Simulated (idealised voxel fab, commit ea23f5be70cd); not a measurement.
Herein follows the process module entitled voxel released beams.
Cross-section cut: width 200 nm, square cells of 5 nm.
Each cross-section below is a grid of square cells, stated as bands in top-down order, with one or more rows of cells making up each band.
A band entry consists of two parts. The first gives the height of the band's top and the height of its bottom, in nm. The rest lists the band's materials from left to right, each with its width in nm. A single material labelled with the word "edge to edge" fills the band from edge to edge, and the word "air" marks empty space.
Heads up on the height convention: 0 is the point under which the incoming wafer is all one material, and the lowest band has no bottom, it just keeps going down, like "0 down".
Think of "30 to 40" as a width that walks from the first number to the second as you go down the band, top row to bottom row, taking equal-sized steps from row to row.
"nothing got changed", as given for a step, is the statement that not any cell of the cross-section underwent a change during that step.
You'll see "Cavities, sealed" listing empty spaces that have no way open to the top, as long as they're 8 cells or more; the notation is width x height at distance, where the distance is from the left edge, and all of it is in nm.
Where a step's line continues beyond its settings, the continuation is a remark by the simulator itself on that step.
overlay nm, on a step with a mask: how far to the right of its planned place the mask lay; to the left if negative
These are the steps we planned for the process:
1. RECEIVE [material Si]
2. CONFORMAL_DEP [material SiN] [thk nm 5]
3. DIRECTIONAL_DEP [material SiO2] [thk nm 20]
4. PATTERN [tone open] [mask id ANCHOR] [material resist] [width nm 35] [thk nm 15] [overlay nm 0]
5. DIRECTIONAL_ETCH [etch materials SiO2] [depth nm 20]
6. STRIP [etch materials resist]
7. CONFORMAL_DEP [material polySi] [thk nm 15]
8. DIRECTIONAL_DEP [material aC] [thk nm 15]
9. PATTERN [tone cover] [mask id BEAM] [material resist] [width nm 110] [thk nm 30] [overlay nm 0]
10. DIRECTIONAL_ETCH [etch materials aC] [depth nm 15]
11. STRIP [etch materials resist]
12. DIRECTIONAL_ETCH [etch materials polySi] [depth nm 15]
13. STRIP [etch materials aC]
14. STRIP [etch materials SiO2]
What follows covers the first of two wafers; it ran as planned:
Step 1 complete: cross-section of the wafer as received:
* 0 down: Si edge to edge
* Cavities, sealed: none
after step 2:
* 5 to 0: SiN edge to edge
* Beneath the level 0, the cross-section is identical to its previous state.
after step 3:
* 25 to 5: SiO2 edge to edge
* Beneath the level 5, the cross-section is identical to its previous state.
after step 4:
* 40 to 25: resist 45 / air 35 / resist 120
* Beneath the level 25, the cross-section is identical to its previous state.
after step 5:
* 40 to 25: resist 45 / air 35 / resist 120
* 25 to 5: SiO2 45 / air 35 / SiO2 120
* Beneath the level 5, the cross-section is identical to its previous state.
after step 6:
* 25 to 5: SiO2 45 / air 35 / SiO2 120
* Beneath the level 5, the cross-section is identical to its previous state.
after step 7:
* 40 to 25: polySi 60 / air 5 / polySi 135
* 25 to 20: SiO2 45 / polySi 15 / air 5 / polySi 15 / SiO2 120
* 20 to 5: SiO2 45 / polySi 35 / SiO2 120
* Beneath the level 5, the cross-section is identical to its previous state.
after step 8:
* 55 to 40: aC 60 / air 5 / aC 135
* 40 to 35: polySi 60 / air 5 / polySi 135
* 35 to 25: polySi 60 / aC 5 / polySi 135
* 25 to 20: SiO2 45 / polySi 15 / aC 5 / polySi 15 / SiO2 120
* Beneath the level 20, the cross-section is identical to its previous state.
after step 9:
* 85 to 55: air 40 / resist 110 / air 50
* 55 to 40: aC 60 / resist 5 / aC 135
* 40 to 35: polySi 60 / resist 5 / polySi 135
* Beneath the level 35, the cross-section is identical to its previous state.
after step 10:
* 70 to 55: air 40 / resist 110 / air 50
* 55 to 40: air 40 / aC 20 / resist 5 / aC 85 / air 50
* Beneath the level 40, the cross-section is identical to its previous state.
after step 11:
* 55 to 40: air 40 / aC 20 / air 5 / aC 85 / air 50
* 40 to 35: polySi 60 / air 5 / polySi 135
* Beneath the level 35, the cross-section is identical to its previous state.
after step 12:
* 55 to 40: air 40 / aC 20 / air 5 / aC 85 / air 50
* 40 to 35: air 40 / polySi 20 / air 5 / polySi 85 / air 50
* 35 to 25: air 40 / polySi 20 / aC 5 / polySi 85 / air 50
* Beneath the level 25, the cross-section is identical to its previous state.
after step 13:
* 40 to 25: air 40 / polySi 20 / air 5 / polySi 85 / air 50
* 25 to 20: SiO2 45 / polySi 15 / air 5 / polySi 15 / SiO2 120
* Beneath the level 20, the cross-section is identical to its previous state.
after step 14:
* 40 to 25: air 40 / polySi 20 / air 5 / polySi 85 / air 50
* 25 to 20: air 45 / polySi 15 / air 5 / polySi 15 / air 120
* 20 to 5: air 45 / polySi 35 / air 120
* Beneath the level 5, the cross-section is identical to its previous state.
Second wafer, same starting state and plan as the first, one mistake in the run, identical through step 11:
Cross-section of the second wafer at the time step 12 of the plan should have ended:
* 55 to 40: air 40 / aC 20 / air 5 / aC 85 / air 50
* 40 to 35: air 40 / polySi 20 / air 5 / polySi 85 / air 50
* 35 to 30: air 40 / polySi 20 / aC 5 / polySi 85 / air 50
* Beneath the level 30, the cross-section is identical to its previous state.
Cross-section of the second wafer at the time step 13 of the plan should have ended:
* 40 to 30: air 40 / polySi 20 / air 5 / polySi 85 / air 50
* 30 to 25: polySi 60 / air 5 / polySi 135
* 25 to 20: SiO2 45 / polySi 15 / air 5 / polySi 15 / SiO2 120
* Beneath the level 20, the cross-section is identical to its previous state.
Cross-section of the second wafer at the time step 14 of the plan should have ended: nothing got changed
what went wrong: step 12 was not run as planned; what actually ran was DIRECTIONAL_ETCH [etch materials polySi] [depth nm 10]
Looking at both finished wafers in cells, the second ends up ahead of or behind the first on some materials: SiO2: 132 more, polySi: 18 more
